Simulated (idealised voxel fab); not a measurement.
process module | voxel capacitor over wiring
cross-section cut | 175 nm wide | cells 5 nm
A cross-section is a grid of square cells, given in bands from the top down. A band is one or more rows of cells.
Each band's line starts with the height of the band's top and of its bottom, in nm. Then come its materials from left to right, each with its width in nm. One material with "throughout" fills the band from edge to edge. "air" is empty space.
Height 0 is the level under which the wafer as received is all one material. The lowest band goes on downwards, as in "0 down".
A width such as "30 to 40" changes by the same amount from each row of cells to the next, from the band's top row to its bottom row.
"no change" after a step means that no cell of the cross-section changed.
closed voids: empty space of 8 cells or more with no open way to the top, each as width x height at its distance from the left edge, in nm
after a step's settings: what the simulator itself notes on the step
overlay nm, on a step with a mask: how far to the right of its planned place the mask lay; to the left if negative
plan
1 op RECEIVE | material Si
2 op CONFORMAL_DEP | material SiO2 | thk nm 10
3 op DIRECTIONAL_DEP | material TiN | thk nm 5
4 op DIRECTIONAL_DEP | material W | thk nm 15
5 op PATTERN | tone cover | mask id METAL_1 | material resist | width nm 25 | pitch nm 75 | thk nm 20 | overlay nm 0
6 op DIRECTIONAL_ETCH | etch materials W | depth nm 15
7 op DIRECTIONAL_ETCH | etch materials TiN | depth nm 5
8 op STRIP | etch materials resist
9 op CONFORMAL_DEP | material SiCN | thk nm 5
10 op FILL_DEP | material lowk | thk nm 5
11 op CMP | height nm 30
12 op CONFORMAL_DEP | material SiCN | thk nm 5
13 op DIRECTIONAL_DEP | material lowk | thk nm 10
14 op DIRECTIONAL_DEP | material aC | thk nm 15
15 op PATTERN | tone open | mask id PLUG_1 | material resist | width nm 15 | thk nm 35 | overlay nm 0
16 op DIRECTIONAL_ETCH | etch materials aC | depth nm 15
17 op STRIP | etch materials resist
18 op DIRECTIONAL_ETCH | etch materials lowk | depth nm 10
19 op DIRECTIONAL_ETCH | etch materials SiCN | depth nm 5
20 op STRIP | etch materials aC
21 op EPI | material Ru | thk nm 10
22 op EPI | material Ru | thk nm 5
23 op DIRECTIONAL_DEP | material TiN | thk nm 5
24 op DIRECTIONAL_DEP | material Al2O3 | thk nm 5
25 op DIRECTIONAL_DEP | material TiN | thk nm 5
26 op MASKED_ETCH | tone cover | mask id UPPER_PLATE | width nm 55 | etch materials TiN | depth nm 5 | overlay nm 0
27 op MASKED_ETCH | tone cover | mask id UPPER_PLATE | width nm 55 | etch materials Al2O3 | depth nm 5 | overlay nm 0
28 op PATTERN | tone cover | mask id LOWER_PLATE | material resist | width nm 65 | thk nm 20 | overlay nm 0
29 op DIRECTIONAL_ETCH | etch materials TiN | depth nm 5
30 op STRIP | etch materials resist
31 op FILL_DEP | material SiO2 | thk nm 20
32 op CMP | height nm 75
33 op PATTERN | tone open | mask id PLUG_2 | material resist | width nm 15 | thk nm 20 | overlay nm 0
34 op DIRECTIONAL_ETCH | etch materials SiO2 | depth nm 15
35 op STRIP | etch materials resist
36 op CONFORMAL_DEP | material TiN | thk nm 5
37 op FILL_DEP | material W | thk nm 5
38 op CMP | height nm 75
39 op CONFORMAL_DEP | material SiCN | thk nm 5
as received, after step 1
  0 down: Si throughout
  closed voids: none
a wafer at the end: this start, this plan, one mistake
  80 to 75: SiCN throughout
  75 to 65: SiO2 55 | TiN 5 | W 5 | TiN 5 | SiO2 105
  65 to 55: SiO2 55 to 60 | TiN 15 to 40 | SiO2 105 to 75
  55 to 50: SiO2 60 | Al2O3 40 | SiO2 75
  50 to 45: SiO2 40 | TiN 65 | SiO2 70
  45 to 40: lowk 45 | Al2O3 15 | lowk 115
  40 to 35: lowk 45 | TiN 15 | lowk 115
  35 to 30: SiCN 45 | Ru 15 | SiCN 115
  30 to 15: lowk 30 | SiCN 5 | W 25 | SiCN 5 | lowk 40 | SiCN 5 | W 25 | SiCN 5 | lowk 35
  15 to 10: SiCN 35 | TiN 25 | SiCN 50 | TiN 25 | SiCN 40
  10 to 0: SiO2 throughout
  0 down: Si throughout
  closed voids: none
what went wrong: step 21 was left out
